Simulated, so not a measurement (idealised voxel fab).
process module | voxel gate over fins
cross-section cut | 275 nm wide | cells 5 nm
A cross-section is a grid of square cells, given in bands from the top down. A band is one or more rows of cells.
Each band's line starts with the height of the band's top and of its bottom, in nm. Then come its materials from left to right, each with its width in nm. One material with "throughout" fills the band from edge to edge. "air" is empty space.
Height 0 is the level under which the wafer as received is all one material. The lowest band goes on downwards, as in "0 down".
A width such as "30 to 40" changes by the same amount from each row of cells to the next, from the band's top row to its bottom row.
"no change" after a step means that no cell of the cross-section changed.
closed voids: empty space of 8 cells or more with no open way to the top, each as width x height at its distance from the left edge, in nm
after a step's settings: what the simulator itself notes on the step
overlay nm, on a step with a mask: how far to the right of its planned place the mask lay; to the left if negative
plan
1 op RECEIVE | material Si
2 op CONFORMAL_DEP | material SiN | thk nm 10
3 op DIRECTIONAL_DEP | material aC | thk nm 15
4 op PATTERN | tone cover | mask id FINS | material resist | width nm 15 | pitch nm 50 | thk nm 35 | overlay nm 0
5 op DIRECTIONAL_ETCH | etch materials aC | depth nm 15
6 op STRIP | etch materials resist
7 op DIRECTIONAL_ETCH | etch materials SiN | depth nm 10
8 op DIRECTIONAL_ETCH | etch materials Si | depth nm 40
9 op STRIP | etch materials aC
10 op OXIDIZE | depth nm 5
11 op FILL_DEP | material SiO2 | thk nm 15
12 op CMP | height nm 10
13 op MASKED_ETCH | tone open | mask id RAIL | width nm 15 | etch materials SiO2 | depth nm 45 | overlay nm 0
14 op CONFORMAL_DEP | material TiN | thk nm 5
15 op FILL_DEP | material W | thk nm 10
16 op CMP | height nm 10
17 op SELECTIVE_ETCH | etch materials W Ru TiN | depth nm 30
18 op FILL_DEP | material SiO2 | thk nm 5
19 op CMP | height nm 10
20 op SELECTIVE_ETCH | etch materials SiO2 | depth nm 20
21 op STRIP | etch materials SiN
22 op CONFORMAL_DEP | material HfO2 | thk nm 5
23 op CONFORMAL_DEP | material TiN | thk nm 5
24 op CONFORMAL_DEP | material TiAl | thk nm 5
25 op CONFORMAL_DEP | material TiN | thk nm 5
26 op FILL_DEP | material W | thk nm 15
27 op CMP | height nm 30
28 op CONFORMAL_DEP | material SiCN | thk nm 10
first wafer, as planned
as received, after step 1
  0 down: Si throughout
  closed voids: none
after step 2
  10 to 0: SiN throughout
  below 0: unchanged
after step 3
  25 to 10: aC throughout
  below 10: unchanged
after step 4
  60 to 25: air 105 | resist 15 | air 35 | resist 15 | air 105
  below 25: unchanged
after step 5
  45 to 25: air 105 | resist 15 | air 35 | resist 15 | air 105
  25 to 10: air 105 | aC 15 | air 35 | aC 15 | air 105
  below 10: unchanged
after step 6
  25 to 10: air 105 | aC 15 | air 35 | aC 15 | air 105
  below 10: unchanged
after step 7
  25 to 10: air 105 | aC 15 | air 35 | aC 15 | air 105
  10 to 0: air 105 | SiN 15 | air 35 | SiN 15 | air 105
  below 0: unchanged
after step 8
  25 to 10: air 105 | aC 15 | air 35 | aC 15 | air 105
  10 to 0: air 105 | SiN 15 | air 35 | SiN 15 | air 105
  0 to -40: air 105 | Si 15 | air 35 | Si 15 | air 105
  below -40: unchanged
after step 9
  10 to 0: air 105 | SiN 15 | air 35 | SiN 15 | air 105
  below 0: unchanged
after step 10
  10 to 0: air 105 | SiN 15 | air 35 | SiN 15 | air 105
  0 to -40: air 105 | SiO2 5 | Si 5 | SiO2 5 | air 35 | SiO2 5 | Si 5 | SiO2 5 | air 105
  -40 to -45: SiO2 110 | Si 5 | SiO2 45 | Si 5 | SiO2 110
  below -45: unchanged
after step 11
  25 to 10: SiO2 throughout
  10 to 0: SiO2 105 | SiN 15 | SiO2 35 | SiN 15 | SiO2 105
  0 to -45: SiO2 110 | Si 5 | SiO2 45 | Si 5 | SiO2 110
  below -45: unchanged
after step 12
  10 to 0: SiO2 105 | SiN 15 | SiO2 35 | SiN 15 | SiO2 105
  below 0: unchanged
after step 13
  10 to 0: SiO2 105 | SiN 15 | SiO2 10 | air 15 | SiO2 10 | SiN 15 | SiO2 105
  0 to -35: SiO2 110 | Si 5 | SiO2 15 | air 15 | SiO2 15 | Si 5 | SiO2 110
  below -35: unchanged
after step 14
  15 to 10: TiN 135 | air 5 | TiN 135
  10 to 0: SiO2 105 | SiN 15 | SiO2 10 | TiN 5 | air 5 | TiN 5 | SiO2 10 | SiN 15 | SiO2 105
  0 to -30: SiO2 110 | Si 5 | SiO2 15 | TiN 5 | air 5 | TiN 5 | SiO2 15 | Si 5 | SiO2 110
  -30 to -35: SiO2 110 | Si 5 | SiO2 15 | TiN 15 | SiO2 15 | Si 5 | SiO2 110
  below -35: unchanged
after step 15
  25 to 15: W throughout
  15 to 10: TiN 135 | W 5 | TiN 135
  10 to 0: SiO2 105 | SiN 15 | SiO2 10 | TiN 5 | W 5 | TiN 5 | SiO2 10 | SiN 15 | SiO2 105
  0 to -30: SiO2 110 | Si 5 | SiO2 15 | TiN 5 | W 5 | TiN 5 | SiO2 15 | Si 5 | SiO2 110
  below -30: unchanged
after step 16
  10 to 0: SiO2 105 | SiN 15 | SiO2 10 | TiN 5 | W 5 | TiN 5 | SiO2 10 | SiN 15 | SiO2 105
  below 0: unchanged
after step 17
  10 to 0: SiO2 105 | SiN 15 | SiO2 10 | air 15 | SiO2 10 | SiN 15 | SiO2 105
  0 to -20: SiO2 110 | Si 5 | SiO2 15 | air 15 | SiO2 15 | Si 5 | SiO2 110
  below -20: unchanged
after step 18
  15 to 10: SiO2 throughout
  10 to 0: SiO2 105 | SiN 15 | SiO2 35 | SiN 15 | SiO2 105
  0 to -20: SiO2 110 | Si 5 | SiO2 45 | Si 5 | SiO2 110
  below -20: unchanged
after step 19
  10 to 0: SiO2 105 | SiN 15 | SiO2 35 | SiN 15 | SiO2 105
  below 0: unchanged
after step 20
  10 to 0: air 105 | SiN 15 | air 35 | SiN 15 | air 105
  0 to -10: air 110 | Si 5 | air 45 | Si 5 | air 110
  below -10: unchanged
after step 21
  0 to -10: air 110 | Si 5 | air 45 | Si 5 | air 110
  below -10: unchanged
after step 22
  5 to 0: air 105 | HfO2 15 | air 35 | HfO2 15 | air 105
  0 to -5: air 105 | HfO2 5 | Si 5 | HfO2 5 | air 35 | HfO2 5 | Si 5 | HfO2 5 | air 105
  -5 to -10: HfO2 110 | Si 5 | HfO2 45 | Si 5 | HfO2 110
  below -10: unchanged
after step 23
  10 to 5: air 100 | TiN 25 | air 25 | TiN 25 | air 100
  5 to 0: air 100 | TiN 5 | HfO2 15 | TiN 5 | air 25 | TiN 5 | HfO2 15 | TiN 5 | air 100
  0 to -5: TiN 105 | HfO2 5 | Si 5 | HfO2 5 | TiN 35 | HfO2 5 | Si 5 | HfO2 5 | TiN 105
  below -5: unchanged
after step 24
  15 to 10: air 95 | TiAl 35 | air 15 | TiAl 35 | air 95
  10 to 5: air 95 | TiAl 5 | TiN 25 | TiAl 5 | air 15 | TiAl 5 | TiN 25 | TiAl 5 | air 95
  5 to 0: TiAl 100 | TiN 5 | HfO2 15 | TiN 5 | TiAl 25 | TiN 5 | HfO2 15 | TiN 5 | TiAl 100
  below 0: unchanged
after step 25
  20 to 15: air 90 | TiN 45 | air 5 | TiN 45 | air 90
  15 to 10: air 90 | TiN 5 | TiAl 35 | TiN 5 | air 5 | TiN 5 | TiAl 35 | TiN 5 | air 90
  10 to 5: TiN 95 | TiAl 5 | TiN 25 | TiAl 5 | TiN 15 | TiAl 5 | TiN 25 | TiAl 5 | TiN 95
  below 5: unchanged
after step 26
  35 to 20: W throughout
  20 to 15: W 90 | TiN 45 | W 5 | TiN 45 | W 90
  15 to 10: W 90 | TiN 5 | TiAl 35 | TiN 5 | W 5 | TiN 5 | TiAl 35 | TiN 5 | W 90
  below 10: unchanged
after step 27
  30 to 20: W throughout
  below 20: unchanged
after step 28
  40 to 30: SiCN throughout
  below 30: unchanged
second wafer: like start, like plan, one mistake. Through step 21 it matches the first wafer
when step 22 should have ended: no change
when step 23 should have ended
  5 to 0: air 105 | TiN 15 | air 35 | TiN 15 | air 105
  0 to -5: air 105 | TiN 5 | Si 5 | TiN 5 | air 35 | TiN 5 | Si 5 | TiN 5 | air 105
  -5 to -10: TiN 110 | Si 5 | TiN 45 | Si 5 | TiN 110
  below -10: unchanged
when step 24 should have ended
  10 to 5: air 100 | TiAl 25 | air 25 | TiAl 25 | air 100
  5 to 0: air 100 | TiAl 5 | TiN 15 | TiAl 5 | air 25 | TiAl 5 | TiN 15 | TiAl 5 | air 100
  0 to -5: TiAl 105 | TiN 5 | Si 5 | TiN 5 | TiAl 35 | TiN 5 | Si 5 | TiN 5 | TiAl 105
  below -5: unchanged
when step 25 should have ended
  15 to 10: air 95 | TiN 35 | air 15 | TiN 35 | air 95
  10 to 5: air 95 | TiN 5 | TiAl 25 | TiN 5 | air 15 | TiN 5 | TiAl 25 | TiN 5 | air 95
  5 to 0: TiN 100 | TiAl 5 | TiN 15 | TiAl 5 | TiN 25 | TiAl 5 | TiN 15 | TiAl 5 | TiN 100
  below 0: unchanged
when step 26 should have ended
  30 to 15: W throughout
  15 to 10: W 95 | TiN 35 | W 15 | TiN 35 | W 95
  10 to 5: W 95 | TiN 5 | TiAl 25 | TiN 5 | W 15 | TiN 5 | TiAl 25 | TiN 5 | W 95
  below 5: unchanged
when step 27 should have ended: no change
when step 28 should have ended
  40 to 30: SiCN throughout
  below 30: unchanged
what went wrong: step 22 was left out
at the end the second wafer has, in cells: 63 fewer of HfO2 | 63 more of W
